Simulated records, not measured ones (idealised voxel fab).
The process module presented herein is designated voxel wiring stack.
Shown is cross-section cut, with a width of 255 nm and square cells of size 5 nm.
A cross-section is written here as square cells arranged in a grid, and it is given in bands from the top down, each band taking up one or more rows of cells. Heights first: top, then bottom, in nm. Then materials, left to right, each with a width in nm. "all across" on a single material: fills the band edge to edge. "empty": empty space. Basically, 0 is our baseline, since under it the wafer straight out of the box is all one material. The bottom band has no lower end and keeps on going down, so it looks like "0..down". Note: "30 to 40" means the width goes from the first number (top row of the band) to the second number (bottom row) in equal steps per row of cells. The designation "left unchanged", where it is given for a processing step, indicates that no cell of the cross-section was altered in the course of that step. Empty spaces without an open route to the top, at least 8 cells in extent, make up the entry "Completely sealed voids"; each is given as width x height at distance, where the distance is measured from the left edge, and all are in nm. Text after the settings on a step's line: the simulator's own remark on that step. overlay nm: mask offset rightward from planned place, masked step; negative means leftward offset.
Process steps - plan:
1: RECEIVE [material Si]
2: CONFORMAL_DEP [material SiO2] [thk nm 10]
3: CONFORMAL_DEP [material SiCN] [thk nm 5]
4: DIRECTIONAL_DEP [material SiO2] [thk nm 20]
5: DIRECTIONAL_DEP [material aC] [thk nm 10]
6: PATTERN [tone open] [mask id METAL_1] [material resist] [width nm 30] [pitch nm 55] [thk nm 30] [overlay nm 0]
7: DIRECTIONAL_ETCH [etch materials aC] [depth nm 10]
8: STRIP [etch materials resist]
9: DIRECTIONAL_ETCH [etch materials SiO2] [depth nm 20]
10: DIRECTIONAL_ETCH [etch materials SiCN] [depth nm 5]
11: STRIP [etch materials aC]
12: CONFORMAL_DEP [material TiN] [thk nm 5]
13: FILL_DEP [material Ru] [thk nm 10]
14: CMP [height nm 35]
15: CONFORMAL_DEP [material SiCN] [thk nm 5]
16: DIRECTIONAL_DEP [material lowk] [thk nm 20]
17: DIRECTIONAL_DEP [material aC] [thk nm 15]
18: PATTERN [tone open] [mask id PLUG_1] [material resist] [width nm 15] [thk nm 35] [overlay nm 0]
19: DIRECTIONAL_ETCH [etch materials aC] [depth nm 15]
20: STRIP [etch materials resist]
21: DIRECTIONAL_ETCH [etch materials lowk] [depth nm 20]
22: DIRECTIONAL_ETCH [etch materials SiCN] [depth nm 5]
23: STRIP [etch materials aC]
24: CONFORMAL_DEP [material TiN] [thk nm 5]
25: FILL_DEP [material Cu] [thk nm 10]
26: CMP [height nm 60]
27: CONFORMAL_DEP [material SiN] [thk nm 5]
28: DIRECTIONAL_DEP [material SiO2] [thk nm 25]
29: MASKED_ETCH [tone open] [mask id METAL_2] [width nm 30] [pitch nm 55] [etch materials SiO2] [depth nm 25] [overlay nm 0]
30: MASKED_ETCH [tone open] [mask id METAL_2] [width nm 30] [pitch nm 55] [etch materials SiN] [depth nm 5] [overlay nm 0]
31: CONFORMAL_DEP [material TiN] [thk nm 5]
32: FILL_DEP [material Ru] [thk nm 5]
33: CMP [height nm 90]
34: CONFORMAL_DEP [material SiN] [thk nm 5]
Step 1 complete: cross-section of the wafer as received:
  0..down: Si all across
  Completely sealed voids: none
Final cross-section, module run with one mistake (start and plan as above):
  95..90: SiN all across
  90..65: SiO2: 85 | TiN: 5 | Ru: 20 | TiN: 5 | SiO2: 25 | TiN: 5 | Ru: 20 | TiN: 5 | SiO2: 85
  65..60: SiN: 85 | TiN: 30 | SiN: 25 | TiN: 30 | SiN: 85
  60..40: lowk: 85 | TiN: 5 | Cu: 5 | TiN: 5 | lowk: 155
  40..35: SiCN: 85 | TiN: 15 | SiCN: 155
  35..20: SiO2: 85 | TiN: 5 | Ru: 20 | TiN: 5 | SiO2: 25 | TiN: 5 | Ru: 20 | TiN: 5 | SiO2: 85
  20..15: SiO2: 85 | TiN: 30 | SiO2: 25 | TiN: 30 | SiO2: 85
  15..5: SiO2 all across
  5..0: SiCN all across
  0..down: Si all across
  Completely sealed voids: none
Error vs. plan: ran 2 and 3 in swapped order versus the plan
